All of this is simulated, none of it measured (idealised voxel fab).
The document below concerns the process module designated voxel ribs on slabs.
Each square cell in cross-section cut measures 5 nm, and the section as a whole is 290 nm wide.
A cross-section is a grid of square cells, given in bands from the top down. A band is one or more rows of cells. Band entry format. Leading values: height of top, height of bottom, nm. Remainder: materials in left-to-right order, each with its width in nm. Special words: "edge to edge" on a single material, which then fills the band edge to edge; "empty", empty space. Height reference: 0 = level under which incoming wafer is all one material. Lowest band: no bottom, runs on downward, e.g. "z 0 and below". So if you see something like "30..40" for the width, read it as the top row of the band sitting at the first number and the bottom row at the second, with every row in between moving by the same amount as the last. For the purposes of this document, the phrase "left unchanged" attached to a step denotes that no cell within the cross-section was modified by that step. If an empty space has no open way to the top and is at least 8 cells in size, "Closed cavities" lists it, written width x height at distance, where distance is measured from the left edge and every value is in nm. It should be noted that, on the line of a given step, the content following the step's settings is a remark produced by the simulator itself with respect to that step. overlay nm: where the mask lay relative to plan, measured to the right, on steps with a mask; negatives go left.
plan
- 1: RECEIVE: material Si
- 2: DIRECTIONAL_DEP: material SiO2, thk nm 30
- 3: DIRECTIONAL_DEP: material SiN, thk nm 15
- 4: MASKED_ETCH: tone cover, mask id RIB, width nm 25, etch materials SiN, depth nm 10, overlay nm 0
- 5: MASKED_ETCH: tone cover, mask id SLAB, width nm 65, etch materials SiN, depth nm 5, overlay nm 0
- 6: FILL_DEP: material SiO2, thk nm 15
- 7: CMP: height nm 55
- 8: DIRECTIONAL_DEP: material TiN, thk nm 10
- 9: DIRECTIONAL_DEP: material aC, thk nm 10
- 10: PATTERN: tone cover, mask id HEATER, material resist, width nm 35, thk nm 25, overlay nm 0
- 11: DIRECTIONAL_ETCH: etch materials aC, depth nm 10
- 12: STRIP: etch materials resist
- 13: DIRECTIONAL_ETCH: etch materials TiN, depth nm 10
- 14: STRIP: etch materials aC
- 15: CONFORMAL_DEP: material SiO2, thk nm 5
As-received state of the wafer in cross-section, equivalent to post-step 1
z 0 and below = Si edge to edge
Closed cavities: none
The plan above was carried out on the starting structure above with one mistake, and this cross-section shows the wafer at the end of the module
z 70 to 65 = empty 120 nm, SiO2 45 nm, empty 125 nm
z 65 to 60 = empty 120 nm, SiO2 5 nm, TiN 35 nm, SiO2 5 nm, empty 125 nm
z 60 to 55 = SiO2 125 nm, TiN 35 nm, SiO2 130 nm
z 55 to 45 = SiO2 edge to edge
z 45 to 35 = SiO2 135 nm, SiN 25 nm, SiO2 130 nm
z 35 to 30 = SiO2 110 nm, SiN 65 nm, SiO2 115 nm
z 30 to 0 = SiO2 edge to edge
z 0 and below = Si edge to edge
Closed cavities: none
Against the plan, the run slipped here: in deviation from the planned setting, step 4 was conducted as MASKED_ETCH: tone cover, mask id RIB, width nm 25, etch materials SiN, depth nm 10, overlay nm 5
